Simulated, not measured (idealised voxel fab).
This is a process module. Its name is voxel transistor to metal.
cross-section cut | 205 nm wide | cells 5 nm
Cross-section = grid of square cells, listed top down in bands; band = one or more rows. Heads up on the band format: heights come first, top then bottom, in nm. After that it's the materials left to right, each with its width in nm. A single material flagged "all across" fills the whole band edge to edge, and "air" means there's empty space there. Note: height 0 marks the level under which the wafer is uniformly one material as received. Lowest band unbounded below, written "0 -> down". You'd read "30..40" like this: the band's top row of cells is as wide as the first number, its bottom row is as wide as the second, and going down, every row changes width by the same amount as the row before did. Reading "no change" for a step: not a cell of the cross-section changed in it. Entry "Sealed void list". Content: empty spaces with no open connection to the top, size 8 cells or greater. Each: width x height at distance. Distance: from left edge. Unit: nm. What comes after the settings on a step's line is commentary from the simulator itself on that step. When a step includes a mask, the "overlay nm" setting on its line states how far to the right of its planned place that mask lay, and negative values state how far to the left.

-- Planned step list for the process
1. RECEIVE with material Si
2. CONFORMAL_DEP with material SiO2, thk nm 5
3. CONFORMAL_DEP with material SiN, thk nm 15
4. MASKED_ETCH with tone cover, mask id ACTIVE, width nm 105, etch materials SiN, depth nm 15, overlay nm 0
5. MASKED_ETCH with tone cover, mask id ACTIVE, width nm 115, etch materials SiO2, depth nm 5, overlay nm 0
6. MASKED_ETCH with tone cover, mask id ACTIVE, width nm 115, etch materials Si, depth nm 30, overlay nm 0
7. OXIDIZE with depth nm 5
8. FILL_DEP with material SiO2, thk nm 15
9. CMP with height nm 20
10. SELECTIVE_ETCH with etch materials SiO2, depth nm 5
11. STRIP with etch materials SiN
12. SELECTIVE_ETCH with etch materials SiO2, depth nm 5
13. OXIDIZE with depth nm 5
14. DIRECTIONAL_DEP with material polySi, thk nm 30
15. DIRECTIONAL_DEP with material SiCN, thk nm 10
16. MASKED_ETCH with tone cover, mask id GATE, width nm 25, etch materials SiCN, depth nm 20, overlay nm 0
17. MASKED_ETCH with tone cover, mask id GATE, width nm 25, etch materials polySi, depth nm 40, overlay nm 0
18. CONFORMAL_DEP with material SiN, thk nm 10
19. DIRECTIONAL_ETCH with etch materials SiN, depth nm 10
20. DIRECTIONAL_ETCH with etch materials SiO2, depth nm 5
21. DIRECTIONAL_ETCH with etch materials Si, depth nm 5
22. EPI with material SiGe, thk nm 5
23. FILL_DEP with material SiO2, thk nm 5
24. CMP with height nm 40
25. DIRECTIONAL_DEP with material SiO2, thk nm 15
26. DIRECTIONAL_DEP with material aC, thk nm 10
27. PATTERN with tone open, mask id CONTACT, material resist, width nm 20, pitch nm 85, thk nm 30, overlay nm 0
28. DIRECTIONAL_ETCH with etch materials aC, depth nm 10
29. STRIP with etch materials resist
30. DIRECTIONAL_ETCH with etch materials SiO2, depth nm 60
31. STRIP with etch materials aC
32. CONFORMAL_DEP with material TiN, thk nm 5
33. FILL_DEP with material W, thk nm 5
34. CMP with height nm 55
35. DIRECTIONAL_DEP with material TiN, thk nm 5
36. DIRECTIONAL_DEP with material W, thk nm 25
37. MASKED_ETCH with tone cover, mask id METAL_1, width nm 20, pitch nm 85, etch materials W, depth nm 25, overlay nm 0
38. MASKED_ETCH with tone cover, mask id METAL_1, width nm 20, pitch nm 85, etch materials TiN, depth nm 5, overlay nm 0
39. FILL_DEP with material lowk, thk nm 10
40. CMP with height nm 85
41. CONFORMAL_DEP with material SiCN, thk nm 5
42. DIRECTIONAL_DEP with material SiO2, thk nm 25
43. DIRECTIONAL_DEP with material aC, thk nm 15
44. PATTERN with tone open, mask id METAL_2, material resist, width nm 20, pitch nm 85, thk nm 30, overlay nm 0
45. DIRECTIONAL_ETCH with etch materials aC, depth nm 15
46. STRIP with etch materials resist
47. DIRECTIONAL_ETCH with etch materials SiO2, depth nm 15
48. STRIP with etch materials aC
49. DIRECTIONAL_DEP with material aC, thk nm 15
50. PATTERN with tone open, mask id METAL_2_HOLES, material resist, width nm 15, pitch nm 85, thk nm 30, overlay nm 0
51. DIRECTIONAL_ETCH with etch materials aC, depth nm 15
52. STRIP with etch materials resist
53. DIRECTIONAL_ETCH with etch materials SiO2, depth nm 10
54. DIRECTIONAL_ETCH with etch materials SiCN, depth nm 5
55. STRIP with etch materials aC
56. CONFORMAL_DEP with material TiN, thk nm 5
57. FILL_DEP with material Ru, thk nm 10
58. CMP with height nm 115
59. CONFORMAL_DEP with material SiCN, thk nm 5
Across this set of wafers, the varied parameter is the width nm of step 4. Starting conditions are identical for every wafer, and the plan reports the value assigned to the first wafer.

-- Received wafers, first of several: cross-section after step 1
	0 -> down  Si all across
	Sealed void list: none

-- Here is how to read the rows: every wafer has a row, and it shows the wafer at the end of the module, giving for each material how many cells were gained (+) or lost (-) since the wafer was received, then listing its closed voids
width nm 105; +14 Ru; -171 Si; +86 SiCN; +14 SiGe; +40 SiN; +609 SiO2; +88 TiN; +76 W; +198 lowk; +30 polySi; Sealed void list: none
width nm 110; +14 Ru; -172 Si; +86 SiCN; +14 SiGe; +40 SiN; +606 SiO2; +88 TiN; +80 W; +198 lowk; +30 polySi; Sealed void list: none
width nm 115; +14 Ru; -173 Si; +86 SiCN; +14 SiGe; +40 SiN; +603 SiO2; +88 TiN; +84 W; +198 lowk; +30 polySi; Sealed void list: none
width nm 120; +14 Ru; -168 Si; +86 SiCN; +15 SiGe; +40 SiN; +597 SiO2; +88 TiN; +84 W; +198 lowk; +30 polySi; Sealed void list: none
width nm 125; +14 Ru; -163 Si; +86 SiCN; +16 SiGe; +40 SiN; +591 SiO2; +88 TiN; +84 W; +198 lowk; +30 polySi; Sealed void list: none
width nm 130; +14 Ru; -158 Si; +86 SiCN; +17 SiGe; +40 SiN; +585 SiO2; +88 TiN; +84 W; +198 lowk; +30 polySi; Sealed void list: none
